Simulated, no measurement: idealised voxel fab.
This section sets out a process module, namely voxel wiring stack.
Square cells of 5 nm make up the cross-section cut, whose width is 245 nm.
A cross-section is written here as square cells arranged in a grid, and it is given in bands from the top down, each band taking up one or more rows of cells. For a band, the entry starts with two heights in nm, that of the top and then that of the bottom, and carries on with the band's materials in order from left to right, each alongside its width in nm; the word "all across" beside a single material means it fills the band edge to edge, and "empty" means empty space. Heads up on the height convention: 0 is the point under which the incoming wafer is all one material, and the lowest band has no bottom, it just keeps going down, like "0 -> down". Width "30 to 40": first value at the band's top row of cells, second value at its bottom row, equal change from row to row. Given "left unchanged" for a step, no cell of the cross-section differs between before and after that step. "Unvented voids": sealed empty spaces, 8 cells or more, no open way to top, listed width x height at distance, with distance from the left edge and width, height and distance in nm. Anything after a step's settings on that line? It's the simulator's own note about the step. A step line may carry the setting "overlay nm", which, for steps involving a mask, states the distance by which the mask lay to the right of its intended position; negative values denote displacement to the left. Each pair below shows a cross-section before one step and the cross-section after it, down to the lowest band that changed. The line under each pair gives the step between them, with its settings. The pairs can come from different runs of this module on the same starting wafer, so a pair continues from the pair above only where its "Before step" says so.

-- Before step
	75 -> 60  empty: 40, lowk: 10, empty: 30, lowk: 25, empty: 45, lowk: 10, empty: 30, lowk: 25, empty: 30
	60 -> 55  empty: 25, lowk: 25, empty: 30, lowk: 25, empty: 30, lowk: 25, empty: 30, lowk: 25, empty: 30
	55 -> 40  lowk all across
	40 -> 35  SiCN all across
	35 -> 15  lowk: 25, TiN: 5, W: 15, TiN: 5, lowk: 30, TiN: 5, W: 15, TiN: 5, lowk: 30, TiN: 5, W: 15, TiN: 5, lowk: 30, TiN: 5, W: 15, TiN: 5, lowk: 30
	15 -> 10  SiCN: 25, TiN: 25, SiCN: 30, TiN: 25, SiCN: 30, TiN: 25, SiCN: 30, TiN: 25, SiCN: 30
	10 -> 0  SiO2 all across
	0 -> down  Si all across
	Unvented voids: none

-- after
	80 -> 75  empty: 35, TiN: 20, empty: 20, TiN: 35, empty: 35, TiN: 20, empty: 20, TiN: 35, empty: 25
	75 -> 65  empty: 35, TiN: 5, lowk: 10, TiN: 5, empty: 20, TiN: 5, lowk: 25, TiN: 5, empty: 35, TiN: 5, lowk: 10, TiN: 5, empty: 20, TiN: 5, lowk: 25, TiN: 5, empty: 25
	65 -> 60  empty: 20, TiN: 20, lowk: 10, TiN: 5, empty: 20, TiN: 5, lowk: 25, TiN: 5, empty: 20, TiN: 20, lowk: 10, TiN: 5, empty: 20, TiN: 5, lowk: 25, TiN: 5, empty: 25
	60 -> 55  TiN: 25, lowk: 25, TiN: 30, lowk: 25, TiN: 30, lowk: 25, TiN: 30, lowk: 25, TiN: 30
	At heights below 55, the structure remains unaltered.
	Unvented voids: none
Quick note on the step between the two cross-sections above: CONFORMAL_DEP: material TiN, thk nm 5

Before step: nothing new to draw here, it's the after view of the pair just above.

-- after
	85 -> 80  Cu all across
	80 -> 75  Cu: 35, TiN: 20, Cu: 20, TiN: 35, Cu: 35, TiN: 20, Cu: 20, TiN: 35, Cu: 25
	75 -> 65  Cu: 35, TiN: 5, lowk: 10, TiN: 5, Cu: 20, TiN: 5, lowk: 25, TiN: 5, Cu: 35, TiN: 5, lowk: 10, TiN: 5, Cu: 20, TiN: 5, lowk: 25, TiN: 5, Cu: 25
	65 -> 60  Cu: 20, TiN: 20, lowk: 10, TiN: 5, Cu: 20, TiN: 5, lowk: 25, TiN: 5, Cu: 20, TiN: 20, lowk: 10, TiN: 5, Cu: 20, TiN: 5, lowk: 25, TiN: 5, Cu: 25
	At heights below 60, the structure remains unaltered.
	Unvented voids: none
Quick note on the step between the two cross-sections above: FILL_DEP: material Cu, thk nm 5

Before step: nothing new to draw here, it's the after view of the pair just above.

-- after
	75 -> 65  Cu: 35, TiN: 5, lowk: 10, TiN: 5, Cu: 20, TiN: 5, lowk: 25, TiN: 5, Cu: 35, TiN: 5, lowk: 10, TiN: 5, Cu: 20, TiN: 5, lowk: 25, TiN: 5, Cu: 25
	At heights below 65, the structure remains unaltered.
	Unvented voids: none
Quick note on the step between the two cross-sections above: CMP: height nm 75

Before step: nothing new to draw here, it's the after view of the pair just above.

-- after
	80 -> 75  SiN all across
	At heights below 75, the structure remains unaltered.
	Unvented voids: none
Quick note on the step between the two cross-sections above: CONFORMAL_DEP: material SiN, thk nm 5
